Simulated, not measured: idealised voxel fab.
process module | voxel wiring stack
cross-section cut | 140 nm wide | cells 5 nm
A cross-section is a grid of square cells, given in bands from the top down. A band is one or more rows of cells.
Each band's line starts with the height of the band's top and of its bottom, in nm. Then come its materials from left to right, each with its width in nm. One material with "throughout" fills the band from edge to edge. "air" is empty space.
Height 0 is the level under which the wafer as received is all one material. The lowest band goes on downwards, as in "0 down".
A width such as "30 to 40" changes by the same amount from each row of cells to the next, from the band's top row to its bottom row.
"no change" after a step means that no cell of the cross-section changed.
closed voids: empty space of 8 cells or more with no open way to the top, each as width x height at its distance from the left edge, in nm
after a step's settings: what the simulator itself notes on the step
overlay nm, on a step with a mask: how far to the right of its planned place the mask lay; to the left if negative
plan
1 op RECEIVE | material Si
2 op CONFORMAL_DEP | material SiO2 | thk nm 10
3 op CONFORMAL_DEP | material SiN | thk nm 5
4 op DIRECTIONAL_DEP | material lowk | thk nm 15
5 op PATTERN | tone open | mask id METAL_1 | material resist | width nm 30 | pitch nm 50 | thk nm 20 | overlay nm 0
6 op DIRECTIONAL_ETCH | etch materials lowk | depth nm 15
7 op DIRECTIONAL_ETCH | etch materials SiN | depth nm 5
8 op STRIP | etch materials resist
9 op CONFORMAL_DEP | material TiN | thk nm 5
10 op FILL_DEP | material Cu | thk nm 5
11 op CMP | height nm 30
12 op CONFORMAL_DEP | material SiCN | thk nm 5
13 op DIRECTIONAL_DEP | material SiO2 | thk nm 30
14 op MASKED_ETCH | tone open | mask id METAL_2_HOLES | width nm 15 | pitch nm 50 | etch materials SiO2 | depth nm 30 | overlay nm 0
15 op DIRECTIONAL_DEP | material aC | thk nm 15
16 op PATTERN | tone open | mask id METAL_2 | material resist | width nm 30 | pitch nm 50 | thk nm 30 | overlay nm 0
17 op DIRECTIONAL_ETCH | etch materials aC | depth nm 15
18 op STRIP | etch materials resist
19 op DIRECTIONAL_ETCH | etch materials SiO2 | depth nm 15
20 op DIRECTIONAL_ETCH | etch materials SiCN | depth nm 5
21 op STRIP | etch materials aC
22 op CONFORMAL_DEP | material TiN | thk nm 5
23 op FILL_DEP | material Cu | thk nm 5
24 op CMP | height nm 65
25 op CONFORMAL_DEP | material SiCN | thk nm 5
26 op DIRECTIONAL_DEP | material lowk | thk nm 10
27 op PATTERN | tone open | mask id PLUG_2 | material resist | width nm 15 | pitch nm 50 | thk nm 15 | overlay nm 0
28 op DIRECTIONAL_ETCH | etch materials lowk | depth nm 10
29 op DIRECTIONAL_ETCH | etch materials SiCN | depth nm 5
30 op STRIP | etch materials resist
31 op EPI | material Ru | thk nm 10
32 op EPI | material Ru | thk nm 5
33 op CONFORMAL_DEP | material SiCN | thk nm 5
34 op DIRECTIONAL_DEP | material lowk | thk nm 15
35 op PATTERN | tone open | mask id METAL_3 | material resist | width nm 30 | pitch nm 50 | thk nm 20 | overlay nm 0
36 op DIRECTIONAL_ETCH | etch materials lowk | depth nm 15
37 op DIRECTIONAL_ETCH | etch materials SiCN | depth nm 5
38 op STRIP | etch materials resist
39 op CONFORMAL_DEP | material TiN | thk nm 5
40 op FILL_DEP | material Ru | thk nm 5
41 op CMP | height nm 100
42 op EPI | material Ru | thk nm 5
43 op FILL_DEP | material SiCN | thk nm 5
44 op DIRECTIONAL_DEP | material lowk | thk nm 30
45 op PATTERN | tone open | mask id METAL_4_HOLES | material resist | width nm 15 | thk nm 20 | overlay nm 0
46 op DIRECTIONAL_ETCH | etch materials lowk | depth nm 30
47 op STRIP | etch materials resist
48 op PATTERN | tone open | mask id METAL_4 | material resist | width nm 30 | pitch nm 50 | thk nm 15 | overlay nm 0
49 op DIRECTIONAL_ETCH | etch materials lowk | depth nm 15
50 op DIRECTIONAL_ETCH | etch materials SiCN | depth nm 5
51 op STRIP | etch materials resist
52 op CONFORMAL_DEP | material TiN | thk nm 5
53 op FILL_DEP | material Cu | thk nm 10
54 op CMP | height nm 140
55 op CONFORMAL_DEP | material SiN | thk nm 5
as received, after step 1
  0 down: Si throughout
  closed voids: none
a wafer at the end: this start, this plan, one mistake
  145 to 140: SiN throughout
  140 to 130: lowk 30 | TiN 5 | Cu 20 | TiN 5 | lowk 20 | TiN 5 | Cu 20 | TiN 5 | lowk 30
  130 to 125: lowk 30 | TiN 5 | Cu 5 | TiN 20 | lowk 20 | TiN 30 | lowk 30
  125 to 110: lowk 30 | TiN 5 | Cu 5 | TiN 5 | lowk 95
  110 to 105: SiCN 30 | TiN 15 | SiCN 95
  105 to 100: SiCN 25 | Ru 40 | SiCN 10 | Ru 40 | SiCN 25
  100 to 85: lowk 30 | TiN 5 | Ru 20 | TiN 5 | lowk 20 | TiN 5 | Ru 20 | TiN 5 | lowk 30
  85 to 80: SiCN 30 | TiN 30 | SiCN 20 | TiN 30 | SiCN 30
  80 to 70: lowk 30 | Ru 15 | lowk 35 | Ru 15 | lowk 45
  70 to 65: SiCN 30 | Ru 15 | SiCN 35 | Ru 15 | SiCN 45
  65 to 35: SiO2 30 | TiN 5 | Cu 20 | TiN 5 | SiO2 20 | TiN 5 | Cu 20 | TiN 5 | SiO2 30
  35 to 30: SiCN 30 | TiN 30 | SiCN 20 | TiN 30 | SiCN 30
  30 to 15: lowk 30 | TiN 5 | Cu 20 | TiN 5 | lowk 20 | TiN 5 | Cu 20 | TiN 5 | lowk 30
  15 to 10: SiN 30 | TiN 30 | SiN 20 | TiN 30 | SiN 30
  10 to 0: SiO2 throughout
  0 down: Si throughout
  closed voids: none
what went wrong: step 19 was run twice
